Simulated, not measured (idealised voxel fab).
Process module under the name voxel local oxidation
Cross-sectional view cut (width: 285 nm; square cell size: 5 nm).
Throughout this document, each cross-section is represented as a grid of square cells and is presented as a sequence of bands enumerated from the top downward, where a band comprises one or more rows of cells. What a band's entry tells you: where the top is and where the bottom is, as heights in nm, and after that what lies inside, material by material from left to right, each with its width in nm. Empty space is written as the word "blank", and a single material marked with the word "throughout" occupies the band from edge to edge. Heads up on the height convention: 0 is the point under which the incoming wafer is all one material, and the lowest band has no bottom, it just keeps going down, like "top 0, no bottom". The expression "30..40" gives the width at the extremes of the band, the first number at its top row of cells and the second at its bottom row, with the width changing by equal amounts from each row to the next in between. What does "no change" mean for a step? It means no cell of the cross-section changed in that step. Voids not open to the top, 8 cells minimum: see "Fully enclosed voids". Written width x height at distance; distance is from the left edge; nm. Whatever follows a step's settings on its line is a remark the simulator itself makes about that step. A step line may carry the setting "overlay nm", which, for steps involving a mask, states the distance by which the mask lay to the right of its intended position; negative values denote displacement to the left.

Process steps (planned):
| 1 | RECEIVE with material Si |
| 2 | CONFORMAL_DEP with material SiO2, thk nm 5 |
| 3 | CONFORMAL_DEP with material SiN, thk nm 10 |
| 4 | MASKED_ETCH with tone cover, mask id ACTIVE, width nm 100, etch materials SiN, depth nm 10, overlay nm 0 |
| 5 | SELECTIVE_ETCH with etch materials SiO2, depth nm 5 |
| 6 | OXIDIZE with depth nm 15 |
| 7 | STRIP with etch materials SiN |
For this document, wafers share an identical start and vary in the step 4 width nm; the plan quotes the first wafer's value.

So this is the first of several wafers, cross-sectioned as it came to us, meaning it's at the end of step 1:
> top 0, no bottom | Si throughout
> Fully enclosed voids: none

The rows of the table below are wafers. Looking at the end of the module, a row counts, for every material, the cells the wafer has gained, shown as (+), or lost, shown as (-), since it was received; its closed voids come next:
width nm 100 | -135 Si | +153 SiO2 | Fully enclosed voids: none
width nm 105 | -132 Si | +151 SiO2 | Fully enclosed voids: none
width nm 110 | -129 Si | +149 SiO2 | Fully enclosed voids: none
width nm 115 | -126 Si | +147 SiO2 | Fully enclosed voids: none
width nm 120 | -123 Si | +145 SiO2 | Fully enclosed voids: none
width nm 125 | -120 Si | +143 SiO2 | Fully enclosed voids: none
